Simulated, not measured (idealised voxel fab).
The process module presented herein is designated voxel self aligned vias.
Cross-sectional view cut (width: 220 nm; square cell size: 5 nm).
In this document a cross-section is written as a grid of square cells. It is given as a series of bands, listed from the top down, and a band is one or more rows of cells.
A band entry consists of two parts. The first gives the height of the band's top and the height of its bottom, in nm. The rest lists the band's materials from left to right, each with its width in nm. A single material labelled with the word "full width" fills the band from edge to edge, and the word "air" marks empty space.
Zero point of the height axis is 0; under it, received wafer = one material. Lowest band: continues down indefinitely, "0 nm and below".
Think of "30 to 40" as a width that walks from the first number to the second as you go down the band, top row to bottom row, taking equal-sized steps from row to row.
Key: "nothing changed" - step with no changed cell in the cross-section.
The entry "Non-vented voids" lists the empty spaces that cover at least 8 cells and have no open path to the top. Each is written as width x height at distance, where the distance is measured from the left edge and all three values are in nm.
That trailing text on a step's line, after the settings, is the simulator's own remark on the step.
What "overlay nm" on a step's line means: if the step has a mask, that mask lay this far to the right of its planned place, or, when the value is negative, to the left.

SET OUT BELOW ARE THE PLANNED STEPS OF THE PROCESS
1) RECEIVE (material Si)
2) CONFORMAL_DEP (material SiO2; thk nm 15)
3) CONFORMAL_DEP (material SiCN; thk nm 5)
4) DIRECTIONAL_DEP (material SiO2; thk nm 30)
5) PATTERN (tone open; mask id LINES; material resist; width nm 20; pitch nm 50; thk nm 15; overlay nm -15)
6) DIRECTIONAL_ETCH (etch materials SiO2; depth nm 30)
7) STRIP (etch materials resist)
8) CONFORMAL_DEP (material TiN; thk nm 5)
9) FILL_DEP (material Ru; thk nm 5)
10) CMP (height nm 50)
11) SELECTIVE_ETCH (etch materials W Ru TiN; depth nm 10)
12) FILL_DEP (material SiN; thk nm 10)
13) CMP (height nm 50)
14) DIRECTIONAL_DEP (material SiO2; thk nm 20)
15) DIRECTIONAL_DEP (material aC; thk nm 10)
16) PATTERN (tone open; mask id VIAS; material resist; width nm 30; thk nm 30; overlay nm 0)
17) DIRECTIONAL_ETCH (etch materials aC; depth nm 10)
18) STRIP (etch materials resist)
19) DIRECTIONAL_ETCH (etch materials SiO2; depth nm 20)
20) DIRECTIONAL_ETCH (etch materials SiN; depth nm 10)
21) STRIP (etch materials aC)
22) CONFORMAL_DEP (material TiN; thk nm 5)
23) FILL_DEP (material Ru; thk nm 5)
24) CMP (height nm 70)
25) CONFORMAL_DEP (material SiCN; thk nm 5)
Quick note for whoever runs this: the wafers start identical, but the overlay nm at step 5 isn't the same across them. The plan just shows what the first wafer had.

AS RECEIVED, I.E. AFTER STEP 1: CROSS-SECTION THROUGH THE FIRST OF SEVERAL WAFERS
  0 nm and below | Si full width
  Non-vented voids: none

HERE IS THE CROSS-SECTION OF THE FIRST OF SEVERAL WAFERS AT THE END OF THE MODULE, AFTER ITS LAST STEP, STEP 25
  75 nm to 70 nm | SiCN full width
  70 nm to 55 nm | SiO2 70 nm, TiN 5 nm, Ru 20 nm, TiN 5 nm, SiO2 120 nm
  55 nm to 50 nm | SiO2 70 nm, TiN 30 nm, SiO2 120 nm
  50 nm to 40 nm | SiO2 60 nm, SiN 10 nm, TiN 10 nm, SiO2 30 nm, SiN 20 nm, SiO2 90 nm
  40 nm to 25 nm | SiO2 60 nm, TiN 5 nm, Ru 10 nm, TiN 5 nm, SiO2 30 nm, TiN 5 nm, Ru 10 nm, TiN 5 nm, SiO2 90 nm
  25 nm to 20 nm | SiO2 60 nm, TiN 20 nm, SiO2 30 nm, TiN 20 nm, SiO2 90 nm
  20 nm to 15 nm | SiCN full width
  15 nm to 0 nm | SiO2 full width
  0 nm and below | Si full width
  Non-vented voids: none

LAST WAFER AT THE END
  75 nm to 70 nm | SiCN full width
  70 nm to 55 nm | SiO2 70 nm, TiN 5 nm, Ru 20 nm, TiN 5 nm, SiO2 120 nm
  55 nm to 50 nm | SiO2 70 nm, TiN 30 nm, SiO2 120 nm
  50 nm to 40 nm | SiO2 90 nm, TiN 10 nm, SiN 10 nm, SiO2 30 nm, SiN 20 nm, SiO2 60 nm
  40 nm to 25 nm | SiO2 90 nm, TiN 5 nm, Ru 10 nm, TiN 5 nm, SiO2 30 nm, TiN 5 nm, Ru 10 nm, TiN 5 nm, SiO2 60 nm
  25 nm to 20 nm | SiO2 90 nm, TiN 20 nm, SiO2 30 nm, TiN 20 nm, SiO2 60 nm
  20 nm to 15 nm | SiCN full width
  15 nm to 0 nm | SiO2 full width
  0 nm and below | Si full width
  Non-vented voids: none

HEADS UP, THIS TABLE GOES WAFER BY WAFER. A ROW TELLS YOU, AT THE END OF THE MODULE, HOW MANY CELLS OF EACH MATERIAL THAT WAFER HAS PUT ON (+) OR DROPPED (-) SINCE IT WAS RECEIVED, AND THEN ITS CLOSED VOIDS
overlay nm -15; +24 Ru; +88 SiCN; +12 SiN; +500 SiO2; +36 TiN; Non-vented voids: none
overlay nm -10; +26 Ru; +88 SiCN; +10 SiN; +500 SiO2; +36 TiN; Non-vented voids: none
overlay nm -5; +28 Ru; +88 SiCN; +8 SiN; +500 SiO2; +36 TiN; Non-vented voids: none
overlay nm 0; +28 Ru; +88 SiCN; +8 SiN; +500 SiO2; +36 TiN; Non-vented voids: none
overlay nm 5; +28 Ru; +88 SiCN; +8 SiN; +500 SiO2; +36 TiN; Non-vented voids: none
overlay nm 10; +26 Ru; +88 SiCN; +10 SiN; +500 SiO2; +36 TiN; Non-vented voids: none
overlay nm 15; +24 Ru; +88 SiCN; +12 SiN; +500 SiO2; +36 TiN; Non-vented voids: none
